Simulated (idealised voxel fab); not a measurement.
Process module heading - voxel trench capacitor
The figure presents cross-section cut, which has a width of 290 nm and is divided into square cells with an edge length of 5 nm.
Notation: cross-section as square-cell grid; stated in bands, top first, going down; one or more cell rows per band.
Heights first: top, then bottom, in nm. Then materials, left to right, each with a width in nm. "everywhere" on a single material: fills the band edge to edge. "blank": empty space.
We count height from 0. Below that, the starting wafer is all one material. The lowest band never ends at the bottom but goes on down; see "0 down" for how that is written.
When a width is written as two numbers, as in "30 to 40", the first number is the width in the top row of cells of the band and the second is the width in its bottom row, and the width changes by the same amount from each row to the next.
When a step is marked "no modification", none of the cells in the cross-section changed during that step.
So "Closed internal cavities" is basically the list of trapped voids: any empty space of 8 cells or more that can't reach the top through an opening. They're written width x height at distance, the distance being from the left edge, and it's all nm.
Anything after a step's settings on that line? It's the simulator's own note about the step.
overlay nm: step with mask; distance mask lay right of planned place; negative value = left of planned place.

Planned process steps:
1) RECEIVE: material Si
2) CONFORMAL_DEP: material SiN, thk nm 5
3) DIRECTIONAL_DEP: material aC, thk nm 10
4) PATTERN: tone open, mask id TRENCH, material resist, width nm 25, pitch nm 50, thk nm 25, overlay nm 0
5) DIRECTIONAL_ETCH: etch materials aC, depth nm 10
6) STRIP: etch materials resist
7) DIRECTIONAL_ETCH: etch materials SiN, depth nm 5
8) DIRECTIONAL_ETCH: etch materials Si, depth nm 30
9) STRIP: etch materials aC
10) CONFORMAL_DEP: material SiO2, thk nm 5
11) FILL_DEP: material polySi, thk nm 10
12) CMP: height nm 5

Wafer as received: cross-section following step 1:
	0 down: Si everywhere
	Closed internal cavities: none

End-of-module cross-section of the first of two wafers, processed as planned:
	5 to 0: SiN: 55, then SiO2: 5, then polySi: 15, then SiO2: 5, then SiN: 25, then SiO2: 5, then polySi: 15, then SiO2: 5, then SiN: 25, then SiO2: 5, then polySi: 15, then SiO2: 5, then SiN: 25, then SiO2: 5, then polySi: 15, then SiO2: 5, then SiN: 60
	0 to -25: Si: 55, then SiO2: 5, then polySi: 15, then SiO2: 5, then Si: 25, then SiO2: 5, then polySi: 15, then SiO2: 5, then Si: 25, then SiO2: 5, then polySi: 15, then SiO2: 5, then Si: 25, then SiO2: 5, then polySi: 15, then SiO2: 5, then Si: 60
	-25 to -30: Si: 55, then SiO2: 25, then Si: 25, then SiO2: 25, then Si: 25, then SiO2: 25, then Si: 25, then SiO2: 25, then Si: 60
	-30 down: Si everywhere
	Closed internal cavities: none

Second wafer through the module, sectioned at the end: same beginning and same plan as the first wafer, with one mistake in carrying it out:
	5 to 0: SiN: 45, then SiO2: 5, then polySi: 15, then SiO2: 5, then SiN: 25, then SiO2: 5, then polySi: 15, then SiO2: 5, then SiN: 25, then SiO2: 5, then polySi: 15, then SiO2: 5, then SiN: 25, then SiO2: 5, then polySi: 15, then SiO2: 5, then SiN: 70
	0 to -25: Si: 45, then SiO2: 5, then polySi: 15, then SiO2: 5, then Si: 25, then SiO2: 5, then polySi: 15, then SiO2: 5, then Si: 25, then SiO2: 5, then polySi: 15, then SiO2: 5, then Si: 25, then SiO2: 5, then polySi: 15, then SiO2: 5, then Si: 70
	-25 to -30: Si: 45, then SiO2: 25, then Si: 25, then SiO2: 25, then Si: 25, then SiO2: 25, then Si: 25, then SiO2: 25, then Si: 70
	-30 down: Si everywhere
	Closed internal cavities: none
Heads up, the wafer didn't run the way we planned it: planned and actual differ for step 4; actual: PATTERN: tone open, mask id TRENCH, material resist, width nm 25, pitch nm 50, thk nm 25, overlay nm -10
If you tally the cells, the second wafer ends up with the same amount of every material as the first; it's all just sitting in different places.
